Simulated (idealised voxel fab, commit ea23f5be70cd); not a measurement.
This is a process module. Its name is voxel transistor to metal.
We display cut, a cross-section 300 nm in width whose square cells are each 5 nm.
Just so we're on the same page, the cross-sections are grids of square cells, and they're listed out in bands top to bottom, each band one or more rows deep. A band entry consists of two parts. The first gives the height of the band's top and the height of its bottom, in nm. The rest lists the band's materials from left to right, each with its width in nm. A single material labelled with the word "throughout" fills the band from edge to edge, and the word "air" marks empty space. Heights are expressed relative to 0, this being the level below which the as-received wafer comprises one material exclusively. The lowest band is unbounded in the downward direction and is denoted as in "0 and below". It should be noted that a width expressed as "30 to 40" varies in equal increments from row to row of cells within the band, taking the value of the first number at the top row and that of the second number at the bottom row. "no modification" after a step means that no cell of the cross-section changed. "Enclosed empty spaces" lists enclosed empty spaces (at least 8 cells, no open path upward to the top), each as width x height at distance from the left edge, in nm. Past the settings on a step's line: simulator remark, on that step. overlay nm: step with mask; distance mask lay right of planned place; negative value = left of planned place.

-- Listed below are the process steps as planned
1: RECEIVE | material Si
2: CONFORMAL_DEP | material SiO2 | thk nm 5
3: CONFORMAL_DEP | material SiN | thk nm 15
4: MASKED_ETCH | tone cover | mask id ACTIVE | width nm 115 | pitch nm 140 | etch materials SiN | depth nm 15 | overlay nm 0
5: MASKED_ETCH | tone cover | mask id ACTIVE | width nm 115 | pitch nm 140 | etch materials SiO2 | depth nm 5 | overlay nm 0
6: MASKED_ETCH | tone cover | mask id ACTIVE | width nm 115 | pitch nm 140 | etch materials Si | depth nm 25 | overlay nm 0
7: FILL_DEP | material SiO2 | thk nm 5
8: CMP | height nm 20
9: SELECTIVE_ETCH | etch materials SiO2 | depth nm 15
10: STRIP | etch materials SiN
11: SELECTIVE_ETCH | etch materials SiO2 | depth nm 5
12: OXIDIZE | depth nm 5
13: DIRECTIONAL_DEP | material polySi | thk nm 25
14: DIRECTIONAL_DEP | material SiCN | thk nm 15
15: DIRECTIONAL_DEP | material aC | thk nm 15
16: PATTERN | tone cover | mask id GATE | material resist | width nm 35 | pitch nm 140 | thk nm 30 | overlay nm 0
17: DIRECTIONAL_ETCH | etch materials aC | depth nm 15
18: STRIP | etch materials resist
19: DIRECTIONAL_ETCH | etch materials SiCN | depth nm 25
20: DIRECTIONAL_ETCH | etch materials polySi | depth nm 35
21: STRIP | etch materials aC
22: CONFORMAL_DEP | material SiO2 | thk nm 5
23: DIRECTIONAL_ETCH | etch materials SiO2 | depth nm 5
24: CONFORMAL_DEP | material SiN | thk nm 10
25: DIRECTIONAL_ETCH | etch materials SiN | depth nm 10
26: DIRECTIONAL_ETCH | etch materials SiO2 | depth nm 5
27: EPI | material nSi | thk nm 5
28: FILL_DEP | material SiO2 | thk nm 10
29: CMP | height nm 25
30: STRIP | etch materials polySi
31: SELECTIVE_ETCH | etch materials SiO2 | depth nm 5
32: CONFORMAL_DEP | material HfO2 | thk nm 5
33: CONFORMAL_DEP | material TiN | thk nm 5
34: FILL_DEP | material W | thk nm 5
35: CMP | height nm 20
36: DIRECTIONAL_DEP | material SiO2 | thk nm 15
37: DIRECTIONAL_DEP | material aC | thk nm 10
38: PATTERN | tone open | mask id CONTACT | material resist | width nm 15 | thk nm 25 | overlay nm 0
39: DIRECTIONAL_ETCH | etch materials aC | depth nm 10
40: STRIP | etch materials resist
41: DIRECTIONAL_ETCH | etch materials SiO2 | depth nm 35
42: STRIP | etch materials aC
43: CONFORMAL_DEP | material TiN | thk nm 5
44: FILL_DEP | material W | thk nm 5
45: CMP | height nm 35
46: DIRECTIONAL_DEP | material TiN | thk nm 5
47: DIRECTIONAL_DEP | material W | thk nm 25
48: DIRECTIONAL_DEP | material aC | thk nm 15
49: PATTERN | tone cover | mask id METAL_1 | material resist | width nm 15 | thk nm 35 | overlay nm 0
50: DIRECTIONAL_ETCH | etch materials aC | depth nm 15
51: STRIP | etch materials resist
52: DIRECTIONAL_ETCH | etch materials W | depth nm 25
53: DIRECTIONAL_ETCH | etch materials TiN | depth nm 5
54: STRIP | etch materials aC
55: FILL_DEP | material SiO2 | thk nm 10
56: CMP | height nm 65
57: CONFORMAL_DEP | material SiN | thk nm 5

-- This is the cross-section of the wafer as we received it, i.e. after step 1
0 and below: Si throughout
Enclosed empty spaces: none

-- Cross-sectional result after module completion. Note: starting condition and plan are unchanged from above; one processing mistake was made
70 down to 65: SiN throughout
65 down to 40: SiO2 (30) / W (15) / SiO2 (65) / W (15) / SiO2 (45) / W (15) / SiO2 (65) / W (15) / SiO2 (35)
40 down to 35: SiO2 (30) / TiN (15) / SiO2 (65) / TiN (15) / SiO2 (45) / TiN (15) / SiO2 (65) / TiN (15) / SiO2 (35)
35 down to 25: SiO2 (40) / TiN (5) / W (5) / TiN (5) / SiO2 (65) / TiN (5) / W (5) / TiN (5) / SiO2 (45) / TiN (5) / W (5) / TiN (5) / SiO2 (65) / TiN (5) / W (5) / TiN (5) / SiO2 (25)
25 down to 20: SiO2 (40) / TiN (15) / SiO2 (65) / TiN (5) / W (5) / TiN (5) / SiO2 (45) / TiN (15) / SiO2 (65) / TiN (5) / W (5) / TiN (5) / SiO2 (25)
20 down to 5: SiO2 (40) / TiN (5) / SiN (10) / HfO2 (5) / TiN (5) / W (25) / TiN (5) / HfO2 (5) / SiN (10) / SiO2 (10) / TiN (5) / W (5) / TiN (5) / SiO2 (45) / TiN (5) / SiN (10) / HfO2 (5) / TiN (5) / W (25) / TiN (5) / HfO2 (5) / SiN (10) / SiO2 (10) / TiN (5) / W (5) / TiN (5) / SiO2 (25)
5 down to 0: SiO2 (40) / TiN (5) / SiN (10) / HfO2 (5) / TiN (35) / HfO2 (5) / SiN (10) / SiO2 (10) / TiN (15) / SiO2 (45) / TiN (5) / SiN (10) / HfO2 (5) / TiN (35) / HfO2 (5) / SiN (10) / SiO2 (10) / TiN (15) / SiO2 (25)
0 down to -5: SiO2 (15) / nSi (30) / SiO2 (10) / HfO2 (45) / SiO2 (10) / nSi (30) / SiO2 (15) / nSi (30) / SiO2 (10) / HfO2 (45) / SiO2 (10) / nSi (30) / SiO2 (20)
-5 down to -25: SiO2 (20) / Si (115) / SiO2 (25) / Si (115) / SiO2 (25)
-25 and below: Si throughout
Enclosed empty spaces: none
Nonconformance to the process plan: step 38: run off-plan, actual operation and settings PATTERN | tone open | mask id CONTACT | material resist | width nm 15 | thk nm 25 | overlay nm 10
